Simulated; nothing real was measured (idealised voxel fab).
process module | voxel wiring stack
cross-section cut | 145 nm wide | cells 5 nm
A cross-section is a grid of square cells, given in bands from the top down. A band is one or more rows of cells.
Each band's line starts with the height of the band's top and of its bottom, in nm. Then come its materials from left to right, each with its width in nm. One material with "throughout" fills the band from edge to edge. "air" is empty space.
Height 0 is the level under which the wafer as received is all one material. The lowest band goes on downwards, as in "0 down".
A width such as "30 to 40" changes by the same amount from each row of cells to the next, from the band's top row to its bottom row.
"no change" after a step means that no cell of the cross-section changed.
closed voids: empty space of 8 cells or more with no open way to the top, each as width x height at its distance from the left edge, in nm
after a step's settings: what the simulator itself notes on the step
overlay nm, on a step with a mask: how far to the right of its planned place the mask lay; to the left if negative
plan
1 op RECEIVE | material Si
2 op CONFORMAL_DEP | material SiO2 | thk nm 10
3 op DIRECTIONAL_DEP | material TiN | thk nm 5
4 op DIRECTIONAL_DEP | material Ru | thk nm 20
5 op PATTERN | tone cover | mask id METAL_1 | material resist | width nm 30 | pitch nm 55 | thk nm 20 | overlay nm 0
6 op DIRECTIONAL_ETCH | etch materials Ru | depth nm 20
7 op DIRECTIONAL_ETCH | etch materials TiN | depth nm 5
8 op STRIP | etch materials resist
9 op CONFORMAL_DEP | material SiCN | thk nm 5
10 op FILL_DEP | material SiO2 | thk nm 10
11 op CMP | height nm 35
12 op CONFORMAL_DEP | material SiCN | thk nm 5
13 op DIRECTIONAL_DEP | material SiO2 | thk nm 10
14 op MASKED_ETCH | tone open | mask id PLUG_1 | width nm 15 | etch materials SiO2 | depth nm 10 | overlay nm 0
15 op MASKED_ETCH | tone open | mask id PLUG_1 | width nm 15 | etch materials SiCN | depth nm 5 | overlay nm 0
16 op CONFORMAL_DEP | material TiN | thk nm 5
17 op FILL_DEP | material W | thk nm 10
18 op CMP | height nm 50
19 op CONFORMAL_DEP | material SiCN | thk nm 5
20 op DIRECTIONAL_DEP | material lowk | thk nm 20
21 op DIRECTIONAL_DEP | material aC | thk nm 10
22 op PATTERN | tone open | mask id METAL_2 | material resist | width nm 30 | pitch nm 55 | thk nm 30 | overlay nm 0
23 op DIRECTIONAL_ETCH | etch materials aC | depth nm 10
24 op STRIP | etch materials resist
25 op DIRECTIONAL_ETCH | etch materials lowk | depth nm 20
26 op DIRECTIONAL_ETCH | etch materials SiCN | depth nm 5
27 op STRIP | etch materials aC
28 op CONFORMAL_DEP | material TiN | thk nm 5
29 op FILL_DEP | material Cu | thk nm 5
30 op CMP | height nm 75
31 op CONFORMAL_DEP | material SiCN | thk nm 5
32 op DIRECTIONAL_DEP | material SiO2 | thk nm 20
33 op DIRECTIONAL_DEP | material aC | thk nm 10
34 op PATTERN | tone open | mask id PLUG_2 | material resist | width nm 15 | pitch nm 55 | thk nm 30 | overlay nm 0
35 op DIRECTIONAL_ETCH | etch materials aC | depth nm 10
36 op STRIP | etch materials resist
37 op DIRECTIONAL_ETCH | etch materials SiO2 | depth nm 20
38 op DIRECTIONAL_ETCH | etch materials SiCN | depth nm 5
39 op STRIP | etch materials aC
40 op CONFORMAL_DEP | material TiN | thk nm 5
41 op FILL_DEP | material W | thk nm 10
42 op CMP | height nm 100
43 op DIRECTIONAL_DEP | material TiN | thk nm 5
44 op DIRECTIONAL_DEP | material Ru | thk nm 25
45 op MASKED_ETCH | tone cover | mask id METAL_3 | width nm 30 | pitch nm 55 | etch materials Ru | depth nm 25 | overlay nm 0
46 op MASKED_ETCH | tone cover | mask id METAL_3 | width nm 30 | pitch nm 55 | etch materials TiN | depth nm 5 | overlay nm 0
47 op FILL_DEP | material SiO2 | thk nm 10
48 op CMP | height nm 130
49 op CONFORMAL_DEP | material SiN | thk nm 5
as received, after step 1
  0 down: Si throughout
  closed voids: none
a wafer at the end: this start, this plan, one mistake
  135 to 130: SiN throughout
  130 to 105: SiO2 30 | Ru 30 | SiO2 25 | Ru 30 | SiO2 30
  105 to 100: SiO2 30 | TiN 30 | SiO2 25 | TiN 30 | SiO2 30
  100 to 80: SiO2 30 | TiN 5 | W 5 | TiN 5 | SiO2 40 | TiN 5 | W 5 | TiN 5 | SiO2 45
  80 to 75: SiCN 30 | TiN 15 | SiCN 40 | TiN 15 | SiCN 45
  75 to 55: lowk 30 | TiN 5 | Cu 20 | TiN 5 | lowk 25 | TiN 5 | Cu 20 | TiN 5 | lowk 30
  55 to 50: SiCN 30 | TiN 30 | SiCN 25 | TiN 30 | SiCN 30
  50 to 40: SiO2 30 | TiN 5 | W 5 | TiN 5 | SiO2 100
  40 to 35: SiCN 30 | TiN 15 | SiCN 100
  35 to 30: SiO2 25 | SiCN 40 | SiO2 15 | SiCN 40 | SiO2 25
  30 to 10: SiO2 25 | SiCN 5 | Ru 30 | SiCN 5 | SiO2 15 | SiCN 5 | Ru 30 | SiCN 5 | SiO2 25
  10 to 5: SiCN 30 | TiN 30 | SiCN 25 | TiN 30 | SiCN 30
  5 to 0: SiO2 throughout
  0 down: Si throughout
  closed voids: none
what went wrong: step 2 ran as: op CONFORMAL_DEP | material SiO2 | thk nm 5
